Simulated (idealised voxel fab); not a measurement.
The following is a process module called voxel capacitor over wiring.
Cross-sectional view cut (width: 185 nm; square cell size: 5 nm).
In what follows, cross-sections appear as grids of square cells, described through bands that run from the top down, where every band is one or more rows of cells. Heads up on the band format: heights come first, top then bottom, in nm. After that it's the materials left to right, each with its width in nm. A single material flagged "throughout" fills the whole band edge to edge, and "blank" means there's empty space there. Height is counted from the level 0, under which the received wafer is composed throughout of one material. The lowest of the bands is not closed at the bottom but continues downward, in the notation "0 -> down". When a width is written as two numbers, as in "30->40", the first number is the width in the top row of cells of the band and the second is the width in its bottom row, and the width changes by the same amount from each row to the next. Any step labelled "same as before" changed none of the cells in the cross-section. Look at "Enclosed cavity list" for the closed voids: empty spaces with no open path to the top, sized 8 cells or up. Each is width x height at distance, distance from the left edge, all nm. Anything after a step's settings on that line? It's the simulator's own note about the step. overlay nm, on a step with a mask: how far to the right of its planned place the mask lay; to the left if negative.

**Intended process steps**
step 1: RECEIVE, material Si
step 2: CONFORMAL_DEP, material SiO2, thk nm 10
step 3: CONFORMAL_DEP, material SiCN, thk nm 5
step 4: DIRECTIONAL_DEP, material lowk, thk nm 15
step 5: MASKED_ETCH, tone open, mask id METAL_1, width nm 30, pitch nm 85, etch materials lowk, depth nm 15, overlay nm 0
step 6: MASKED_ETCH, tone open, mask id METAL_1, width nm 30, pitch nm 85, etch materials SiCN, depth nm 5, overlay nm 0
step 7: CONFORMAL_DEP, material TiN, thk nm 5
step 8: FILL_DEP, material Cu, thk nm 5
step 9: CMP, height nm 30
step 10: CONFORMAL_DEP, material SiCN, thk nm 5
step 11: DIRECTIONAL_DEP, material SiO2, thk nm 10
step 12: PATTERN, tone open, mask id PLUG_1, material resist, width nm 15, thk nm 20, overlay nm 0
step 13: DIRECTIONAL_ETCH, etch materials SiO2, depth nm 10
step 14: DIRECTIONAL_ETCH, etch materials SiCN, depth nm 5
step 15: STRIP, etch materials resist
step 16: CONFORMAL_DEP, material TiN, thk nm 5
step 17: FILL_DEP, material Cu, thk nm 5
step 18: CMP, height nm 45
step 19: DIRECTIONAL_DEP, material TiN, thk nm 5
step 20: DIRECTIONAL_DEP, material SiN, thk nm 5
step 21: DIRECTIONAL_DEP, material TiN, thk nm 5
step 22: PATTERN, tone cover, mask id UPPER_PLATE, material resist, width nm 60, thk nm 20, overlay nm 0
step 23: DIRECTIONAL_ETCH, etch materials TiN, depth nm 5
step 24: DIRECTIONAL_ETCH, etch materials SiN, depth nm 5
step 25: STRIP, etch materials resist
step 26: PATTERN, tone cover, mask id LOWER_PLATE, material resist, width nm 70, thk nm 20, overlay nm 0
step 27: DIRECTIONAL_ETCH, etch materials TiN, depth nm 5
step 28: STRIP, etch materials resist
step 29: FILL_DEP, material SiO2, thk nm 20
step 30: CMP, height nm 75
step 31: MASKED_ETCH, tone open, mask id PLUG_2, width nm 15, etch materials SiO2, depth nm 15, overlay nm 0
step 32: CONFORMAL_DEP, material TiN, thk nm 5
step 33: FILL_DEP, material Ru, thk nm 5
step 34: CMP, height nm 75
step 35: CONFORMAL_DEP, material SiCN, thk nm 5

**What follows covers the first of two wafers; it ran as planned**

**as received, after step 1**
0 -> down | Si throughout
Enclosed cavity list: none

**Cross-section of the wafer subsequent to step 2**
10 -> 0 | SiO2 throughout
Under 0: no change, same as before.

**Cross-section of the wafer subsequent to step 3**
15 -> 10 | SiCN throughout
Under 10: no change, same as before.

**Cross-section of the wafer subsequent to step 4**
30 -> 15 | lowk throughout
Under 15: no change, same as before.

**Cross-section of the wafer subsequent to step 5**
30 -> 15 | 35 of lowk, then 30 of blank, then 55 of lowk, then 30 of blank, then 35 of lowk
Under 15: no change, same as before.

**Cross-section of the wafer subsequent to step 6**
30 -> 15 | 35 of lowk, then 30 of blank, then 55 of lowk, then 30 of blank, then 35 of lowk
15 -> 10 | 35 of SiCN, then 30 of blank, then 55 of SiCN, then 30 of blank, then 35 of SiCN
Under 10: no change, same as before.

**Cross-section of the wafer subsequent to step 7**
35 -> 30 | 40 of TiN, then 20 of blank, then 65 of TiN, then 20 of blank, then 40 of TiN
30 -> 15 | 35 of lowk, then 5 of TiN, then 20 of blank, then 5 of TiN, then 55 of lowk, then 5 of TiN, then 20 of blank, then 5 of TiN, then 35 of lowk
15 -> 10 | 35 of SiCN, then 30 of TiN, then 55 of SiCN, then 30 of TiN, then 35 of SiCN
Under 10: no change, same as before.

**Cross-section of the wafer subsequent to step 8**
40 -> 35 | Cu throughout
35 -> 30 | 40 of TiN, then 20 of Cu, then 65 of TiN, then 20 of Cu, then 40 of TiN
30 -> 15 | 35 of lowk, then 5 of TiN, then 20 of Cu, then 5 of TiN, then 55 of lowk, then 5 of TiN, then 20 of Cu, then 5 of TiN, then 35 of lowk
Under 15: no change, same as before.

**Cross-section of the wafer subsequent to step 9**
30 -> 15 | 35 of lowk, then 5 of TiN, then 20 of Cu, then 5 of TiN, then 55 of lowk, then 5 of TiN, then 20 of Cu, then 5 of TiN, then 35 of lowk
Under 15: no change, same as before.

**Cross-section of the wafer subsequent to step 10**
35 -> 30 | SiCN throughout
Under 30: no change, same as before.

**Cross-section of the wafer subsequent to step 11**
45 -> 35 | SiO2 throughout
Under 35: no change, same as before.

**Cross-section of the wafer subsequent to step 12**
65 -> 45 | 50 of resist, then 15 of blank, then 120 of resist
Under 45: no change, same as before.

**Cross-section of the wafer subsequent to step 13**
65 -> 45 | 50 of resist, then 15 of blank, then 120 of resist
45 -> 35 | 50 of SiO2, then 15 of blank, then 120 of SiO2
Under 35: no change, same as before.

**Cross-section of the wafer subsequent to step 14**
65 -> 45 | 50 of resist, then 15 of blank, then 120 of resist
45 -> 35 | 50 of SiO2, then 15 of blank, then 120 of SiO2
35 -> 30 | 50 of SiCN, then 15 of blank, then 120 of SiCN
Under 30: no change, same as before.

**Cross-section of the wafer subsequent to step 15**
45 -> 35 | 50 of SiO2, then 15 of blank, then 120 of SiO2
Under 35: no change, same as before.

**Cross-section of the wafer subsequent to step 16**
50 -> 45 | 55 of TiN, then 5 of blank, then 125 of TiN
45 -> 35 | 50 of SiO2, then 5 of TiN, then 5 of blank, then 5 of TiN, then 120 of SiO2
35 -> 30 | 50 of SiCN, then 15 of TiN, then 120 of SiCN
Under 30: no change, same as before.

**Cross-section of the wafer subsequent to step 17**
55 -> 50 | Cu throughout
50 -> 45 | 55 of TiN, then 5 of Cu, then 125 of TiN
45 -> 35 | 50 of SiO2, then 5 of TiN, then 5 of Cu, then 5 of TiN, then 120 of SiO2
Under 35: no change, same as before.

**Cross-section of the wafer subsequent to step 18**
45 -> 35 | 50 of SiO2, then 5 of TiN, then 5 of Cu, then 5 of TiN, then 120 of SiO2
Under 35: no change, same as before.

**Cross-section of the wafer subsequent to step 19**
50 -> 45 | TiN throughout
Under 45: no change, same as before.

**Cross-section of the wafer subsequent to step 20**
55 -> 50 | SiN throughout
Under 50: no change, same as before.

**Cross-section of the wafer subsequent to step 21**
60 -> 55 | TiN throughout
Under 55: no change, same as before.

**Cross-section of the wafer subsequent to step 22**
80 -> 60 | 50 of blank, then 60 of resist, then 75 of blank
Under 60: no change, same as before.

**Cross-section of the wafer subsequent to step 23**
80 -> 60 | 50 of blank, then 60 of resist, then 75 of blank
60 -> 55 | 50 of blank, then 60 of TiN, then 75 of blank
Under 55: no change, same as before.

**Cross-section of the wafer subsequent to step 24**
80 -> 60 | 50 of blank, then 60 of resist, then 75 of blank
60 -> 55 | 50 of blank, then 60 of TiN, then 75 of blank
55 -> 50 | 50 of blank, then 60 of SiN, then 75 of blank
Under 50: no change, same as before.

**Cross-section of the wafer subsequent to step 25**
60 -> 55 | 50 of blank, then 60 of TiN, then 75 of blank
Under 55: no change, same as before.

**Cross-section of the wafer subsequent to step 26**
80 -> 60 | 45 of blank, then 70 of resist, then 70 of blank
60 -> 55 | 45 of blank, then 5 of resist, then 60 of TiN, then 5 of resist, then 70 of blank
55 -> 50 | 45 of blank, then 5 of resist, then 60 of SiN, then 5 of resist, then 70 of blank
Under 50: no change, same as before.

**Cross-section of the wafer subsequent to step 27**
80 -> 60 | 45 of blank, then 70 of resist, then 70 of blank
60 -> 55 | 45 of blank, then 5 of resist, then 60 of TiN, then 5 of resist, then 70 of blank
55 -> 50 | 45 of blank, then 5 of resist, then 60 of SiN, then 5 of resist, then 70 of blank
50 -> 45 | 45 of blank, then 70 of TiN, then 70 of blank
Under 45: no change, same as before.

**Cross-section of the wafer subsequent to step 28**
60 -> 55 | 50 of blank, then 60 of TiN, then 75 of blank
55 -> 50 | 50 of blank, then 60 of SiN, then 75 of blank
Under 50: no change, same as before.

**Cross-section of the wafer subsequent to step 29**
80 -> 60 | SiO2 throughout
60 -> 55 | 50 of SiO2, then 60 of TiN, then 75 of SiO2
55 -> 50 | 50 of SiO2, then 60 of SiN, then 75 of SiO2
50 -> 45 | 45 of SiO2, then 70 of TiN, then 70 of SiO2
Under 45: no change, same as before.

**Cross-section of the wafer subsequent to step 30**
75 -> 60 | SiO2 throughout
Under 60: no change, same as before.

**Cross-section of the wafer subsequent to step 31**
75 -> 60 | 60 of SiO2, then 15 of blank, then 110 of SiO2
Under 60: no change, same as before.

**Cross-section of the wafer subsequent to step 32**
80 -> 75 | 65 of TiN, then 5 of blank, then 115 of TiN
75 -> 65 | 60 of SiO2, then 5 of TiN, then 5 of blank, then 5 of TiN, then 110 of SiO2
65 -> 55 | 60->50 of SiO2, then 15->60 of TiN, then 110->75 of SiO2
Under 55: no change, same as before.

**Cross-section of the wafer subsequent to step 33**
85 -> 80 | Ru throughout
80 -> 75 | 65 of TiN, then 5 of Ru, then 115 of TiN
75 -> 65 | 60 of SiO2, then 5 of TiN, then 5 of Ru, then 5 of TiN, then 110 of SiO2
Under 65: no change, same as before.

**Cross-section of the wafer subsequent to step 34**
75 -> 65 | 60 of SiO2, then 5 of TiN, then 5 of Ru, then 5 of TiN, then 110 of SiO2
Under 65: no change, same as before.

**Cross-section of the wafer subsequent to step 35**
80 -> 75 | SiCN throughout
Under 75: no change, same as before.

**Second wafer - shared start and plan with the first - one error in running - same as the first up to step 27 inclusive**

**Cross-section, second wafer, at the end time the plan gives for step 28**
60 -> 55 | 50 of blank, then 60 of TiN, then 75 of blank
55 -> 50 | 50 of blank, then 60 of SiN, then 75 of blank
Under 50: no change, same as before.

**Cross-section, second wafer, at the end time the plan gives for step 29**
80 -> 60 | SiO2 throughout
60 -> 55 | 50 of SiO2, then 60 of TiN, then 75 of SiO2
55 -> 50 | 50 of SiO2, then 60 of SiN, then 75 of SiO2
50 -> 45 | 45 of SiO2, then 70 of TiN, then 70 of SiO2
Under 45: no change, same as before.

**Cross-section, second wafer, at the end time the plan gives for step 30**
75 -> 60 | SiO2 throughout
Under 60: no change, same as before.

**Cross-section, second wafer, at the end time the plan gives for step 31**
75 -> 60 | 60 of SiO2, then 15 of blank, then 110 of SiO2
Under 60: no change, same as before.

**Cross-section, second wafer, at the end time the plan gives for step 32**
80 -> 75 | 65 of TiN, then 5 of blank, then 115 of TiN
75 -> 65 | 60 of SiO2, then 5 of TiN, then 5 of blank, then 5 of TiN, then 110 of SiO2
65 -> 55 | 60->50 of SiO2, then 15->60 of TiN, then 110->75 of SiO2
Under 55: no change, same as before.

**Cross-section, second wafer, at the end time the plan gives for step 33**
85 -> 80 | Ru throughout
80 -> 75 | 65 of TiN, then 5 of Ru, then 115 of TiN
75 -> 65 | 60 of SiO2, then 5 of TiN, then 5 of Ru, then 5 of TiN, then 110 of SiO2
Under 65: no change, same as before.

**Cross-section, second wafer, at the end time the plan gives for step 34**
75 -> 65 | 60 of SiO2, then 5 of TiN, then 5 of Ru, then 5 of TiN, then 110 of SiO2
Under 65: no change, same as before.

**Cross-section, second wafer, at the end time the plan gives for step 35**
80 -> 75 | SiCN throughout
Under 75: no change, same as before.
Where did the run depart from the plan? regarding the plan, step 28 was run twice
The mistake has no effect on what this model computes, because the two wafers end with the same cross-section.
